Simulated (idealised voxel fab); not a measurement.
Title: Process Module voxel fin reveal
cross-section cut | 185 nm wide | cells 5 nm
How to read a cross-section here: the picture is a grid of square cells, written as bands going from the top down, and any band can span one or more rows of cells.
Per band: top height and bottom height in nm, followed by the left-to-right materials and their widths in nm; "throughout" marks a single material spanning edge to edge, "air" marks empty space.
Convention: height 0 is the level below which the wafer, as received, is all one material. The lowest band does not terminate at the bottom but continues downward, represented as "0 -> down".
Width: "30..40" (first number = top row, second number = bottom row, same change from row to row of cells).
The cross-section has no changed cell in any step marked "nothing changed".
So "Voids lacking openings" is basically the list of trapped voids: any empty space of 8 cells or more that can't reach the top through an opening. They're written width x height at distance, the distance being from the left edge, and it's all nm.
On a step's line, text after the settings is the simulator commenting on that step.
What "overlay nm" on a step's line means: if the step has a mask, that mask lay this far to the right of its planned place, or, when the value is negative, to the left.
**Planned step list for the process**
1. RECEIVE | material Si
2. CONFORMAL_DEP | material SiN | thk nm 5
3. DIRECTIONAL_DEP | material aC | thk nm 15
4. PATTERN | tone cover | mask id FINS | material resist | width nm 15 | pitch nm 45 | thk nm 35 | overlay nm 0
5. DIRECTIONAL_ETCH | etch materials aC | depth nm 15
6. STRIP | etch materials resist
7. DIRECTIONAL_ETCH | etch materials SiN | depth nm 5
8. DIRECTIONAL_ETCH | etch materials Si | depth nm 35
9. STRIP | etch materials aC
10. OXIDIZE | depth nm 5
11. FILL_DEP | material SiO2 | thk nm 10
12. CMP | height nm 5
13. SELECTIVE_ETCH | etch materials SiO2 | depth nm 20
14. STRIP | etch materials SiN
15. CONFORMAL_DEP | material SiO2 | thk nm 5
**The first of two wafers, run as planned**
**Cross-sectional view of the wafer in its as-received condition, corresponding to the state after step 1**
> 0 -> down = Si throughout
> Voids lacking openings: none
**So this is the wafer cross-section right after step 2**
> 5 -> 0 = SiN throughout
> Below a height of 0, the structure has not been altered.
**So this is the wafer cross-section right after step 3**
> 20 -> 5 = aC throughout
> Below a height of 5, the structure has not been altered.
**So this is the wafer cross-section right after step 4**
> 55 -> 20 = 60 nm air | 15 nm resist | 30 nm air | 15 nm resist | 65 nm air
> Below a height of 20, the structure has not been altered.
**So this is the wafer cross-section right after step 5**
> 40 -> 20 = 60 nm air | 15 nm resist | 30 nm air | 15 nm resist | 65 nm air
> 20 -> 5 = 60 nm air | 15 nm aC | 30 nm air | 15 nm aC | 65 nm air
> Below a height of 5, the structure has not been altered.
**So this is the wafer cross-section right after step 6**
> 20 -> 5 = 60 nm air | 15 nm aC | 30 nm air | 15 nm aC | 65 nm air
> Below a height of 5, the structure has not been altered.
**So this is the wafer cross-section right after step 7**
> 20 -> 5 = 60 nm air | 15 nm aC | 30 nm air | 15 nm aC | 65 nm air
> 5 -> 0 = 60 nm air | 15 nm SiN | 30 nm air | 15 nm SiN | 65 nm air
> Below a height of 0, the structure has not been altered.
**So this is the wafer cross-section right after step 8**
> 20 -> 5 = 60 nm air | 15 nm aC | 30 nm air | 15 nm aC | 65 nm air
> 5 -> 0 = 60 nm air | 15 nm SiN | 30 nm air | 15 nm SiN | 65 nm air
> 0 -> -35 = 60 nm air | 15 nm Si | 30 nm air | 15 nm Si | 65 nm air
> Below a height of -35, the structure has not been altered.
**So this is the wafer cross-section right after step 9**
> 5 -> 0 = 60 nm air | 15 nm SiN | 30 nm air | 15 nm SiN | 65 nm air
> Below a height of 0, the structure has not been altered.
**So this is the wafer cross-section right after step 10**
> 5 -> 0 = 60 nm air | 15 nm SiN | 30 nm air | 15 nm SiN | 65 nm air
> 0 -> -35 = 60 nm air | 5 nm SiO2 | 5 nm Si | 5 nm SiO2 | 30 nm air | 5 nm SiO2 | 5 nm Si | 5 nm SiO2 | 65 nm air
> -35 -> -40 = 65 nm SiO2 | 5 nm Si | 40 nm SiO2 | 5 nm Si | 70 nm SiO2
> Below a height of -40, the structure has not been altered.
**So this is the wafer cross-section right after step 11**
> 15 -> 5 = SiO2 throughout
> 5 -> 0 = 60 nm SiO2 | 15 nm SiN | 30 nm SiO2 | 15 nm SiN | 65 nm SiO2
> 0 -> -40 = 65 nm SiO2 | 5 nm Si | 40 nm SiO2 | 5 nm Si | 70 nm SiO2
> Below a height of -40, the structure has not been altered.
**So this is the wafer cross-section right after step 12**
> 5 -> 0 = 60 nm SiO2 | 15 nm SiN | 30 nm SiO2 | 15 nm SiN | 65 nm SiO2
> Below a height of 0, the structure has not been altered.
**So this is the wafer cross-section right after step 13**
> 5 -> 0 = 60 nm air | 15 nm SiN | 30 nm air | 15 nm SiN | 65 nm air
> 0 -> -15 = 65 nm air | 5 nm Si | 40 nm air | 5 nm Si | 70 nm air
> Below a height of -15, the structure has not been altered.
**So this is the wafer cross-section right after step 14**
> 0 -> -15 = 65 nm air | 5 nm Si | 40 nm air | 5 nm Si | 70 nm air
> Below a height of -15, the structure has not been altered.
**So this is the wafer cross-section right after step 15**
> 5 -> 0 = 60 nm air | 15 nm SiO2 | 30 nm air | 15 nm SiO2 | 65 nm air
> 0 -> -10 = 60 nm air | 5 nm SiO2 | 5 nm Si | 5 nm SiO2 | 30 nm air | 5 nm SiO2 | 5 nm Si | 5 nm SiO2 | 65 nm air
> -10 -> -40 = 65 nm SiO2 | 5 nm Si | 40 nm SiO2 | 5 nm Si | 70 nm SiO2
> Below a height of -40, the structure has not been altered.
**Wafer two. Same start, same plan, one slip in execution. Same as wafer one through step 3, inclusive**
**Planned end of step 4: second wafer, cross-section**
> 55 -> 20 = 60 nm resist | 15 nm air | 30 nm resist | 15 nm air | 65 nm resist
> Below a height of 20, the structure has not been altered.
**Planned end of step 5: second wafer, cross-section**
> 40 -> 20 = 60 nm resist | 15 nm air | 30 nm resist | 15 nm air | 65 nm resist
> 20 -> 5 = 60 nm aC | 15 nm air | 30 nm aC | 15 nm air | 65 nm aC
> Below a height of 5, the structure has not been altered.
**Planned end of step 6: second wafer, cross-section**
> 20 -> 5 = 60 nm aC | 15 nm air | 30 nm aC | 15 nm air | 65 nm aC
> Below a height of 5, the structure has not been altered.
**Planned end of step 7: second wafer, cross-section**
> 20 -> 5 = 60 nm aC | 15 nm air | 30 nm aC | 15 nm air | 65 nm aC
> 5 -> 0 = 60 nm SiN | 15 nm air | 30 nm SiN | 15 nm air | 65 nm SiN
> Below a height of 0, the structure has not been altered.
**Planned end of step 8: second wafer, cross-section**
> 20 -> 5 = 60 nm aC | 15 nm air | 30 nm aC | 15 nm air | 65 nm aC
> 5 -> 0 = 60 nm SiN | 15 nm air | 30 nm SiN | 15 nm air | 65 nm SiN
> 0 -> -35 = 60 nm Si | 15 nm air | 30 nm Si | 15 nm air | 65 nm Si
> Below a height of -35, the structure has not been altered.
**Planned end of step 9: second wafer, cross-section**
> 5 -> 0 = 60 nm SiN | 15 nm air | 30 nm SiN | 15 nm air | 65 nm SiN
> Below a height of 0, the structure has not been altered.
**Planned end of step 10: second wafer, cross-section**
> 5 -> 0 = 60 nm SiN | 15 nm air | 30 nm SiN | 15 nm air | 65 nm SiN
> 0 -> -35 = 55 nm Si | 5 nm SiO2 | 15 nm air | 5 nm SiO2 | 20 nm Si | 5 nm SiO2 | 15 nm air | 5 nm SiO2 | 60 nm Si
> -35 -> -40 = 55 nm Si | 25 nm SiO2 | 20 nm Si | 25 nm SiO2 | 60 nm Si
> Below a height of -40, the structure has not been altered.
**Planned end of step 11: second wafer, cross-section**
> 15 -> 5 = SiO2 throughout
> 5 -> 0 = 60 nm SiN | 15 nm SiO2 | 30 nm SiN | 15 nm SiO2 | 65 nm SiN
> 0 -> -40 = 55 nm Si | 25 nm SiO2 | 20 nm Si | 25 nm SiO2 | 60 nm Si
> Below a height of -40, the structure has not been altered.
**Planned end of step 12: second wafer, cross-section**
> 5 -> 0 = 60 nm SiN | 15 nm SiO2 | 30 nm SiN | 15 nm SiO2 | 65 nm SiN
> Below a height of 0, the structure has not been altered.
**Planned end of step 13: second wafer, cross-section**
> 5 -> 0 = 60 nm SiN | 15 nm air | 30 nm SiN | 15 nm air | 65 nm SiN
> 0 -> -15 = 55 nm Si | 25 nm air | 20 nm Si | 25 nm air | 60 nm Si
> Below a height of -15, the structure has not been altered.
**Planned end of step 14: second wafer, cross-section**
> 0 -> -15 = 55 nm Si | 25 nm air | 20 nm Si | 25 nm air | 60 nm Si
> Below a height of -15, the structure has not been altered.
**Planned end of step 15: second wafer, cross-section**
> 5 -> 0 = 60 nm SiO2 | 15 nm air | 30 nm SiO2 | 15 nm air | 65 nm SiO2
> 0 -> -10 = 55 nm Si | 5 nm SiO2 | 15 nm air | 5 nm SiO2 | 20 nm Si | 5 nm SiO2 | 15 nm air | 5 nm SiO2 | 60 nm Si
> -10 -> -40 = 55 nm Si | 25 nm SiO2 | 20 nm Si | 25 nm SiO2 | 60 nm Si
> Below a height of -40, the structure has not been altered.
Short version of what went wrong: rather than as planned, step 4 actually ran as PATTERN | tone open | mask id FINS | material resist | width nm 15 | pitch nm 45 | thk nm 35 | overlay nm 0
Materials where the second wafer ends with more or fewer cells than the first: 200 more of Si, 125 fewer of SiO2
